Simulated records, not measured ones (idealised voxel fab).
Documented hereafter: the process module known as voxel transistor to metal.
cross-section cut | 160 nm wide | cells 5 nm
If you're reading a cross-section in this doc, picture square cells in a grid; it comes to you as bands, top ones listed first down to the bottom, and a band can be one or more rows of cells. What a band's entry tells you: where the top is and where the bottom is, as heights in nm, and after that what lies inside, material by material from left to right, each with its width in nm. Empty space is written as the word "blank", and a single material marked with the word "full width" occupies the band from edge to edge. Where do heights start? At 0: under that level the wafer as delivered is made of one material only. And the lowest band has no floor; it just carries on downward, as in "0 nm and below". Per-row width for "30..40": begins at first number (top row of band), ends at second number (bottom row), increment between rows held constant. A step reported as "nothing changed" is a step in which no cell of the cross-section changed. Each empty space that has no open way to the top and spans at least 8 cells appears under "Entrapped voids" as width x height at distance, the distance counted from the left edge, all in nm. Formally, on a step line, whatever follows the settings is a remark that the simulator itself makes on the step. Among the settings permitted on a step's line is "overlay nm"; applied to a step with a mask, it specifies the extent to which the mask lay to the right of its planned position, whereas a negative figure signifies a position to the left.

**Process steps - plan**
1. RECEIVE [material Si]
2. OXIDIZE [depth nm 5]
3. CONFORMAL_DEP [material SiN] [thk nm 5]
4. PATTERN [tone cover] [mask id ACTIVE] [material resist] [width nm 100] [thk nm 20] [overlay nm 0]
5. DIRECTIONAL_ETCH [etch materials SiN] [depth nm 10]
6. DIRECTIONAL_ETCH [etch materials SiO2] [depth nm 5]
7. DIRECTIONAL_ETCH [etch materials Si] [depth nm 30]
8. STRIP [etch materials resist]
9. OXIDIZE [depth nm 5]
10. FILL_DEP [material SiO2] [thk nm 5]
11. CMP [height nm 10]
12. SELECTIVE_ETCH [etch materials SiO2] [depth nm 5]
13. STRIP [etch materials SiN]
14. SELECTIVE_ETCH [etch materials SiO2] [depth nm 5]
15. OXIDIZE [depth nm 5]
16. DIRECTIONAL_DEP [material polySi] [thk nm 25]
17. DIRECTIONAL_DEP [material SiCN] [thk nm 15]
18. MASKED_ETCH [tone cover] [mask id GATE] [width nm 20] [etch materials SiCN] [depth nm 25] [overlay nm 0]
19. MASKED_ETCH [tone cover] [mask id GATE] [width nm 20] [etch materials polySi] [depth nm 35] [overlay nm 0]
20. CONFORMAL_DEP [material SiN] [thk nm 5]
21. DIRECTIONAL_ETCH [etch materials SiN] [depth nm 5]
22. DIRECTIONAL_ETCH [etch materials SiO2] [depth nm 5]
23. EPI [material nSi] [thk nm 5]
24. FILL_DEP [material SiO2] [thk nm 5]
25. CMP [height nm 35]
26. DIRECTIONAL_DEP [material SiO2] [thk nm 15]
27. PATTERN [tone open] [mask id CONTACT] [material resist] [width nm 20] [pitch nm 70] [thk nm 20] [overlay nm 0]
28. DIRECTIONAL_ETCH [etch materials SiO2] [depth nm 55]
29. STRIP [etch materials resist]
30. CONFORMAL_DEP [material TiN] [thk nm 5]
31. FILL_DEP [material W] [thk nm 10]
32. CMP [height nm 50]
33. CONFORMAL_DEP [material SiN] [thk nm 5]
34. DIRECTIONAL_DEP [material lowk] [thk nm 20]
35. PATTERN [tone open] [mask id METAL_1] [material resist] [width nm 20] [pitch nm 70] [thk nm 15] [overlay nm 0]
36. DIRECTIONAL_ETCH [etch materials lowk] [depth nm 20]
37. DIRECTIONAL_ETCH [etch materials SiN] [depth nm 5]
38. STRIP [etch materials resist]
39. CONFORMAL_DEP [material TiN] [thk nm 5]
40. FILL_DEP [material Ru] [thk nm 10]
41. CMP [height nm 75]
42. CONFORMAL_DEP [material SiCN] [thk nm 5]
43. DIRECTIONAL_DEP [material lowk] [thk nm 25]
44. DIRECTIONAL_DEP [material aC] [thk nm 15]
45. PATTERN [tone open] [mask id METAL_2_HOLES] [material resist] [width nm 15] [pitch nm 70] [thk nm 35] [overlay nm 0]
46. DIRECTIONAL_ETCH [etch materials aC] [depth nm 15]
47. STRIP [etch materials resist]
48. DIRECTIONAL_ETCH [etch materials lowk] [depth nm 25]
49. STRIP [etch materials aC]
50. PATTERN [tone open] [mask id METAL_2] [material resist] [width nm 20] [pitch nm 70] [thk nm 15] [overlay nm 0]
51. DIRECTIONAL_ETCH [etch materials lowk] [depth nm 15]
52. DIRECTIONAL_ETCH [etch materials SiCN] [depth nm 5]
53. STRIP [etch materials resist]
54. CONFORMAL_DEP [material TiN] [thk nm 5]
55. FILL_DEP [material Cu] [thk nm 10]
56. CMP [height nm 105]
57. CONFORMAL_DEP [material SiCN] [thk nm 5]
It is noted that the wafers described herein are identical at the outset and are distinguished by the thk nm of step 3; the value stated in the plan corresponds to the first wafer.

**First of several wafers (as received, post step 1), cross-sectional view**
* 0 nm and below  Si full width
* Entrapped voids: none

**Note: the following table is arranged by wafer, a row apiece. Each row reports the end-of-module state: per material, cells gained (+) or cells lost (-) compared with the wafer as received; closed voids follow**
thk nm 5 | +14 Cu | +16 Ru | -148 Si | +70 SiCN | +42 SiN | +316 SiO2 | +100 TiN | +40 W | +220 lowk | +14 nSi | +20 polySi | Entrapped voids: none
thk nm 10 | +14 Cu | +16 Ru | -148 Si | +70 SiCN | +42 SiN | +316 SiO2 | +100 TiN | +40 W | +220 lowk | +14 nSi | +20 polySi | Entrapped voids: none
thk nm 15 | +14 Cu | +16 Ru | -64 Si | +70 SiCN | +40 SiN | +222 SiO2 | +100 TiN | +40 W | +220 lowk | +26 nSi | +20 polySi | Entrapped voids: none
thk nm 20 | +14 Cu | +16 Ru | -64 Si | +70 SiCN | +40 SiN | +222 SiO2 | +100 TiN | +40 W | +220 lowk | +26 nSi | +20 polySi | Entrapped voids: none
thk nm 25 | +14 Cu | +16 Ru | -64 Si | +70 SiCN | +40 SiN | +222 SiO2 | +100 TiN | +40 W | +220 lowk | +26 nSi | +20 polySi | Entrapped voids: none
